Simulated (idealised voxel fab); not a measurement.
Proc. module: voxel capacitor over wiring
Section cut is 300 nm wide and gridded with 5 nm square cells.
Heads up, the way a cross-section reads in here is a grid of square cells, handed over as bands from the top down, with every band being one or more rows of cells. First you get the band's top height and its bottom height, in nm, and then the materials it's made of, left to right, with each width in nm. If you see a single material with "full width", that one covers the band edge to edge. "air" is empty space. Counting heights begins at 0, where everything beneath is, in the wafer as received, one material. The lowest band has no bottom; it goes on downwards, as "0..down" shows. Top row gets the first number, bottom row gets the second, and each row in between changes by the same step: that is how a band width like "30->40" works. "nothing altered" after a step means that no cell of the cross-section changed. The list in "Cavities, sealed" covers empty spaces of 8 cells or more that cannot reach the top through any open way, and it gives each as width x height at distance; the distance is from the left edge, and width, height and distance are in nm. Past the settings on a step's line: simulator remark, on that step. "overlay nm" answers the question of how far to the right of plan the mask lay on a step that has a mask, and when it is negative the answer is to the left.

[The process steps that were planned are listed below]
1: RECEIVE [material Si]
2: CONFORMAL_DEP [material SiO2] [thk nm 10]
3: DIRECTIONAL_DEP [material TiN] [thk nm 5]
4: DIRECTIONAL_DEP [material W] [thk nm 20]
5: DIRECTIONAL_DEP [material aC] [thk nm 15]
6: PATTERN [tone cover] [mask id METAL_1] [material resist] [width nm 30] [pitch nm 95] [thk nm 35] [overlay nm 0]
7: DIRECTIONAL_ETCH [etch materials aC] [depth nm 15]
8: STRIP [etch materials resist]
9: DIRECTIONAL_ETCH [etch materials W] [depth nm 20]
10: DIRECTIONAL_ETCH [etch materials TiN] [depth nm 5]
11: STRIP [etch materials aC]
12: FILL_DEP [material SiO2] [thk nm 5]
13: CMP [height nm 35]
14: CONFORMAL_DEP [material SiCN] [thk nm 5]
15: DIRECTIONAL_DEP [material lowk] [thk nm 20]
16: PATTERN [tone open] [mask id PLUG_1] [material resist] [width nm 15] [thk nm 20] [overlay nm 0]
17: DIRECTIONAL_ETCH [etch materials lowk] [depth nm 20]
18: DIRECTIONAL_ETCH [etch materials SiCN] [depth nm 5]
19: STRIP [etch materials resist]
20: CONFORMAL_DEP [material TiN] [thk nm 5]
21: FILL_DEP [material Cu] [thk nm 5]
22: CMP [height nm 60]
23: DIRECTIONAL_DEP [material TiN] [thk nm 10]
24: DIRECTIONAL_DEP [material HfO2] [thk nm 5]
25: DIRECTIONAL_DEP [material TiN] [thk nm 5]
26: PATTERN [tone cover] [mask id UPPER_PLATE] [material resist] [width nm 70] [thk nm 20] [overlay nm 0]
27: DIRECTIONAL_ETCH [etch materials TiN] [depth nm 5]
28: DIRECTIONAL_ETCH [etch materials HfO2] [depth nm 5]
29: STRIP [etch materials resist]
30: DIRECTIONAL_DEP [material aC] [thk nm 15]
31: PATTERN [tone cover] [mask id LOWER_PLATE] [material resist] [width nm 80] [thk nm 30] [overlay nm 0]
32: DIRECTIONAL_ETCH [etch materials aC] [depth nm 15]
33: STRIP [etch materials resist]
34: DIRECTIONAL_ETCH [etch materials TiN] [depth nm 10]
35: STRIP [etch materials aC]
36: FILL_DEP [material SiO2] [thk nm 15]
37: CMP [height nm 90]
38: MASKED_ETCH [tone open] [mask id PLUG_2] [width nm 15] [etch materials SiO2] [depth nm 10] [overlay nm 0]
39: CONFORMAL_DEP [material TiN] [thk nm 5]
40: FILL_DEP [material Ru] [thk nm 10]
41: CMP [height nm 90]
42: CONFORMAL_DEP [material SiN] [thk nm 5]

[Received-state cross-section, reflecting completion of step 1]
0..down: Si full width
Cavities, sealed: none

[Final cross-section, module run with one mistake (start and plan as above)]
95..90: SiN full width
90..85: SiO2=110  TiN=5  Ru=5  TiN=5  SiO2=175
85..75: SiO2=110->100  TiN=15->70  SiO2=175->130
75..70: SiO2=100  HfO2=70  SiO2=130
70..60: SiO2=95  TiN=80  SiO2=125
60..40: lowk=95  TiN=5  Cu=5  TiN=5  lowk=190
40..35: SiCN=95  TiN=15  SiCN=190
35..15: SiO2=85  W=30  SiO2=65  W=30  SiO2=90
15..10: SiO2=85  TiN=30  SiO2=65  TiN=30  SiO2=90
10..0: SiO2 full width
0..down: Si full width
Cavities, sealed: none
What was the processing mistake? step 16 did not use the planned setting and instead ran as PATTERN [tone open] [mask id PLUG_1] [material resist] [width nm 15] [thk nm 20] [overlay nm -5]
